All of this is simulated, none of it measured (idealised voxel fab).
Process module in this document: voxel gate over fins
In the cross-section labelled cut, the width is 295 nm and each square cell is 5 nm.
Think of the cross-section as a grid of square cells. We describe it in bands, top to bottom, and each band covers one or more rows of those cells.
Basically the band line says how high the top is and how high the bottom is, in nm, and then what's in it from left to right, every material with its width in nm. Empty space shows up as "blank", and if a single material carries "full width" it runs the full band edge to edge.
Ref level 0: as-received wafer is one material below here. Bottom band extends down with no lower bound ("top 0, no bottom").
Think of "30..40" as a width that walks from the first number to the second as you go down the band, top row to bottom row, taking equal-sized steps from row to row.
A step reported as "no alterations made" is a step in which no cell of the cross-section changed.
"Fully enclosed voids" contains a list of empty spaces, each no smaller than 8 cells and without an open way to the top, written in the form width x height at distance with the distance from the left edge and all three in nm.
Formally, on a step line, whatever follows the settings is a remark that the simulator itself makes on the step.
overlay nm: on a step with a mask, how far right of its planned place the mask lay; negative means left.
[Below is the list of planned process steps]
1 RECEIVE (material Si)
2 CONFORMAL_DEP (material SiN; thk nm 10)
3 PATTERN (tone cover; mask id FINS; material resist; width nm 15; pitch nm 45; thk nm 15; overlay nm 0)
4 DIRECTIONAL_ETCH (etch materials SiN; depth nm 10)
5 DIRECTIONAL_ETCH (etch materials Si; depth nm 40)
6 STRIP (etch materials resist)
7 OXIDIZE (depth nm 5)
8 FILL_DEP (material SiO2; thk nm 15)
9 CMP (height nm 10)
10 SELECTIVE_ETCH (etch materials SiO2; depth nm 25)
11 STRIP (etch materials SiN)
12 CONFORMAL_DEP (material HfO2; thk nm 5)
13 CONFORMAL_DEP (material TiN; thk nm 5)
14 CONFORMAL_DEP (material TiAl; thk nm 5)
15 CONFORMAL_DEP (material TiN; thk nm 5)
16 FILL_DEP (material W; thk nm 15)
17 CMP (height nm 30)
18 CONFORMAL_DEP (material SiCN; thk nm 5)
[As-received state of the wafer in cross-section, equivalent to post-step 1]
top 0, no bottom | Si full width
Fully enclosed voids: none
[As-planned run: cross-section of the first of two wafers at end of module]
top 35, bottom 30 | SiCN full width
top 30, bottom 20 | W full width
top 20, bottom 15 | 55 of W  180 of TiN  60 of W
top 15, bottom 10 | 55 of W  5 of TiN  35 of TiAl  10 of TiN  35 of TiAl  10 of TiN  35 of TiAl  10 of TiN  35 of TiAl  5 of TiN  60 of W
top 10, bottom 5 | 55 of W  5 of TiN  5 of TiAl  25 of TiN  5 of TiAl  10 of TiN  5 of TiAl  25 of TiN  5 of TiAl  10 of TiN  5 of TiAl  25 of TiN  5 of TiAl  10 of TiN  5 of TiAl  25 of TiN  5 of TiAl  5 of TiN  60 of W
top 5, bottom 0 | 60 of TiN  5 of TiAl  5 of TiN  15 of HfO2  5 of TiN  5 of TiAl  10 of TiN  5 of TiAl  5 of TiN  15 of HfO2  5 of TiN  5 of TiAl  10 of TiN  5 of TiAl  5 of TiN  15 of HfO2  5 of TiN  5 of TiAl  10 of TiN  5 of TiAl  5 of TiN  15 of HfO2  5 of TiN  5 of TiAl  65 of TiN
top 0, bottom -5 | 65 of TiAl  5 of TiN  5 of HfO2  5 of Si  5 of HfO2  5 of TiN  20 of TiAl  5 of TiN  5 of HfO2  5 of Si  5 of HfO2  5 of TiN  20 of TiAl  5 of TiN  5 of HfO2  5 of Si  5 of HfO2  5 of TiN  20 of TiAl  5 of TiN  5 of HfO2  5 of Si  5 of HfO2  5 of TiN  70 of TiAl
top -5, bottom -10 | 70 of TiN  5 of HfO2  5 of Si  5 of HfO2  30 of TiN  5 of HfO2  5 of Si  5 of HfO2  30 of TiN  5 of HfO2  5 of Si  5 of HfO2  30 of TiN  5 of HfO2  5 of Si  5 of HfO2  75 of TiN
top -10, bottom -15 | 75 of HfO2  5 of Si  40 of HfO2  5 of Si  40 of HfO2  5 of Si  40 of HfO2  5 of Si  80 of HfO2
top -15, bottom -45 | 75 of SiO2  5 of Si  40 of SiO2  5 of Si  40 of SiO2  5 of Si  40 of SiO2  5 of Si  80 of SiO2
top -45, no bottom | Si full width
Fully enclosed voids: none
[Second wafer through the module, sectioned at the end: same beginning and same plan as the first wafer, with one mistake in carrying it out]
top 35, bottom 30 | SiCN full width
top 30, bottom 20 | W full width
top 20, bottom 15 | 45 of W  180 of TiN  70 of W
top 15, bottom 10 | 45 of W  5 of TiN  35 of TiAl  10 of TiN  35 of TiAl  10 of TiN  35 of TiAl  10 of TiN  35 of TiAl  5 of TiN  70 of W
top 10, bottom 5 | 45 of W  5 of TiN  5 of TiAl  25 of TiN  5 of TiAl  10 of TiN  5 of TiAl  25 of TiN  5 of TiAl  10 of TiN  5 of TiAl  25 of TiN  5 of TiAl  10 of TiN  5 of TiAl  25 of TiN  5 of TiAl  5 of TiN  70 of W
top 5, bottom 0 | 50 of TiN  5 of TiAl  5 of TiN  15 of HfO2  5 of TiN  5 of TiAl  10 of TiN  5 of TiAl  5 of TiN  15 of HfO2  5 of TiN  5 of TiAl  10 of TiN  5 of TiAl  5 of TiN  15 of HfO2  5 of TiN  5 of TiAl  10 of TiN  5 of TiAl  5 of TiN  15 of HfO2  5 of TiN  5 of TiAl  75 of TiN
top 0, bottom -5 | 55 of TiAl  5 of TiN  5 of HfO2  5 of Si  5 of HfO2  5 of TiN  20 of TiAl  5 of TiN  5 of HfO2  5 of Si  5 of HfO2  5 of TiN  20 of TiAl  5 of TiN  5 of HfO2  5 of Si  5 of HfO2  5 of TiN  20 of TiAl  5 of TiN  5 of HfO2  5 of Si  5 of HfO2  5 of TiN  80 of TiAl
top -5, bottom -10 | 60 of TiN  5 of HfO2  5 of Si  5 of HfO2  30 of TiN  5 of HfO2  5 of Si  5 of HfO2  30 of TiN  5 of HfO2  5 of Si  5 of HfO2  30 of TiN  5 of HfO2  5 of Si  5 of HfO2  85 of TiN
top -10, bottom -15 | 65 of HfO2  5 of Si  40 of HfO2  5 of Si  40 of HfO2  5 of Si  40 of HfO2  5 of Si  90 of HfO2
top -15, bottom -45 | 65 of SiO2  5 of Si  40 of SiO2  5 of Si  40 of SiO2  5 of Si  40 of SiO2  5 of Si  90 of SiO2
top -45, no bottom | Si full width
Fully enclosed voids: none
What went wrong in running the wafer? step 3 was not run as planned; what actually ran was PATTERN (tone cover; mask id FINS; material resist; width nm 15; pitch nm 45; thk nm 15; overlay nm -10)
When the process is done, the second wafer contains the same cell count of every material as the first wafer, but distributed over other locations.
